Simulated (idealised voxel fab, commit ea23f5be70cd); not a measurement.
This section sets out a process module, namely voxel transistor to metal.
Square cell edge 5 nm, section width 200 nm, ID cut.
Cross-section spec: square-cell grid; bands listed top down; each band is one or more rows.
In this notation a band is specified by the heights of its top and bottom, in that order and in nm, after which its materials appear from left to right, each paired with its width in nm. The word "edge to edge" attached to a single material means that material fills the band from edge to edge; the word "air" stands for empty space.
Where do heights start? At 0: under that level the wafer as delivered is made of one material only. And the lowest band has no floor; it just carries on downward, as in "z 0 and below".
Per-row width for "30->40": begins at first number (top row of band), ends at second number (bottom row), increment between rows held constant.
"no change" after a step means that no cell of the cross-section changed.
The list in "Cavities, sealed" covers empty spaces of 8 cells or more that cannot reach the top through any open way, and it gives each as width x height at distance; the distance is from the left edge, and width, height and distance are in nm.
Read whatever lies past the settings on a step's line as the simulator's own remark about the step.
overlay nm, on a step with a mask: how far to the right of its planned place the mask lay; to the left if negative
Listed below are the process steps as planned
| 1 | RECEIVE (material Si) |
| 2 | CONFORMAL_DEP (material SiO2; thk nm 5) |
| 3 | CONFORMAL_DEP (material SiN; thk nm 15) |
| 4 | MASKED_ETCH (tone cover; mask id ACTIVE; width nm 115; etch materials SiN; depth nm 15; overlay nm 0) |
| 5 | MASKED_ETCH (tone cover; mask id ACTIVE; width nm 115; etch materials SiO2; depth nm 5; overlay nm 0) |
| 6 | MASKED_ETCH (tone cover; mask id ACTIVE; width nm 115; etch materials Si; depth nm 20; overlay nm 0) |
| 7 | FILL_DEP (material SiO2; thk nm 15) |
| 8 | CMP (height nm 20) |
| 9 | SELECTIVE_ETCH (etch materials SiO2; depth nm 10) |
| 10 | STRIP (etch materials SiN) |
| 11 | SELECTIVE_ETCH (etch materials SiO2; depth nm 5) |
| 12 | OXIDIZE (depth nm 5) |
| 13 | DIRECTIONAL_DEP (material polySi; thk nm 25) |
| 14 | DIRECTIONAL_DEP (material SiCN; thk nm 10) |
| 15 | MASKED_ETCH (tone cover; mask id GATE; width nm 25; etch materials SiCN; depth nm 20; overlay nm 0) |
| 16 | MASKED_ETCH (tone cover; mask id GATE; width nm 25; etch materials polySi; depth nm 35; overlay nm 0) |
| 17 | CONFORMAL_DEP (material SiN; thk nm 10) |
| 18 | DIRECTIONAL_ETCH (etch materials SiN; depth nm 10) |
| 19 | DIRECTIONAL_ETCH (etch materials SiO2; depth nm 5) |
| 20 | EPI (material SiGe; thk nm 5) |
| 21 | FILL_DEP (material SiO2; thk nm 5) |
| 22 | CMP (height nm 35) |
| 23 | DIRECTIONAL_DEP (material SiO2; thk nm 10) |
| 24 | PATTERN (tone open; mask id CONTACT; material resist; width nm 20; pitch nm 85; thk nm 15; overlay nm 0) |
| 25 | DIRECTIONAL_ETCH (etch materials SiO2; depth nm 45) |
| 26 | STRIP (etch materials resist) |
| 27 | CONFORMAL_DEP (material TiN; thk nm 5) |
| 28 | FILL_DEP (material W; thk nm 10) |
| 29 | CMP (height nm 45) |
| 30 | DIRECTIONAL_DEP (material TiN; thk nm 5) |
| 31 | DIRECTIONAL_DEP (material Ru; thk nm 20) |
| 32 | DIRECTIONAL_DEP (material aC; thk nm 10) |
| 33 | PATTERN (tone cover; mask id METAL_1; material resist; width nm 20; pitch nm 85; thk nm 25; overlay nm 0) |
| 34 | DIRECTIONAL_ETCH (etch materials aC; depth nm 10) |
| 35 | STRIP (etch materials resist) |
| 36 | DIRECTIONAL_ETCH (etch materials Ru; depth nm 20) |
| 37 | DIRECTIONAL_ETCH (etch materials TiN; depth nm 5) |
| 38 | STRIP (etch materials aC) |
| 39 | CONFORMAL_DEP (material SiN; thk nm 5) |
| 40 | FILL_DEP (material SiO2; thk nm 5) |
| 41 | CMP (height nm 70) |
| 42 | CONFORMAL_DEP (material SiCN; thk nm 5) |
Wafer cross-section on receipt, i.e. after step 1
    z 0 and below = Si edge to edge
    Cavities, sealed: none
Same starting wafer, same plan as above, one mistake in the execution; this is the cross-section at the end of the module
    z 75 to 70 = SiCN edge to edge
    z 70 to 50 = 50 SiO2 | 5 SiN | 20 Ru | 5 SiN | 55 SiO2 | 5 SiN | 20 Ru | 5 SiN | 35 SiO2
    z 50 to 45 = 55 SiN | 20 TiN | 65 SiN | 20 TiN | 40 SiN
    z 45 to 35 = 45 SiO2 | 5 TiN | 10 W | 5 TiN | 65 SiO2 | 5 TiN | 10 W | 5 TiN | 50 SiO2
    z 35 to 25 = 45 SiO2 | 5 TiN | 10 W | 5 TiN | 10 SiO2 | 10 SiN | 25 SiCN | 10 SiN | 10 SiO2 | 5 TiN | 10 W | 5 TiN | 50 SiO2
    z 25 to 5 = 45 SiO2 | 5 TiN | 10 W | 5 TiN | 10 SiO2 | 10 SiN | 25 polySi | 10 SiN | 10 SiO2 | 5 TiN | 10 W | 5 TiN | 50 SiO2
    z 5 to 0 = 35 SiO2 | 10 SiN | 20 TiN | 10 SiO2 | 10 SiN | 25 polySi | 10 SiN | 10 SiO2 | 20 TiN | 10 SiN | 40 SiO2
    z 0 to -5 = 45 SiO2 | 30 SiGe | 45 SiO2 | 30 SiGe | 50 SiO2
    z -5 to -20 = 40 SiO2 | 115 Si | 45 SiO2
    z -20 and below = Si edge to edge
    Cavities, sealed: none
So what did we get wrong on this run? planned and actual differ for step 33; actual: PATTERN (tone cover; mask id METAL_1; material resist; width nm 20; pitch nm 85; thk nm 25; overlay nm 10)
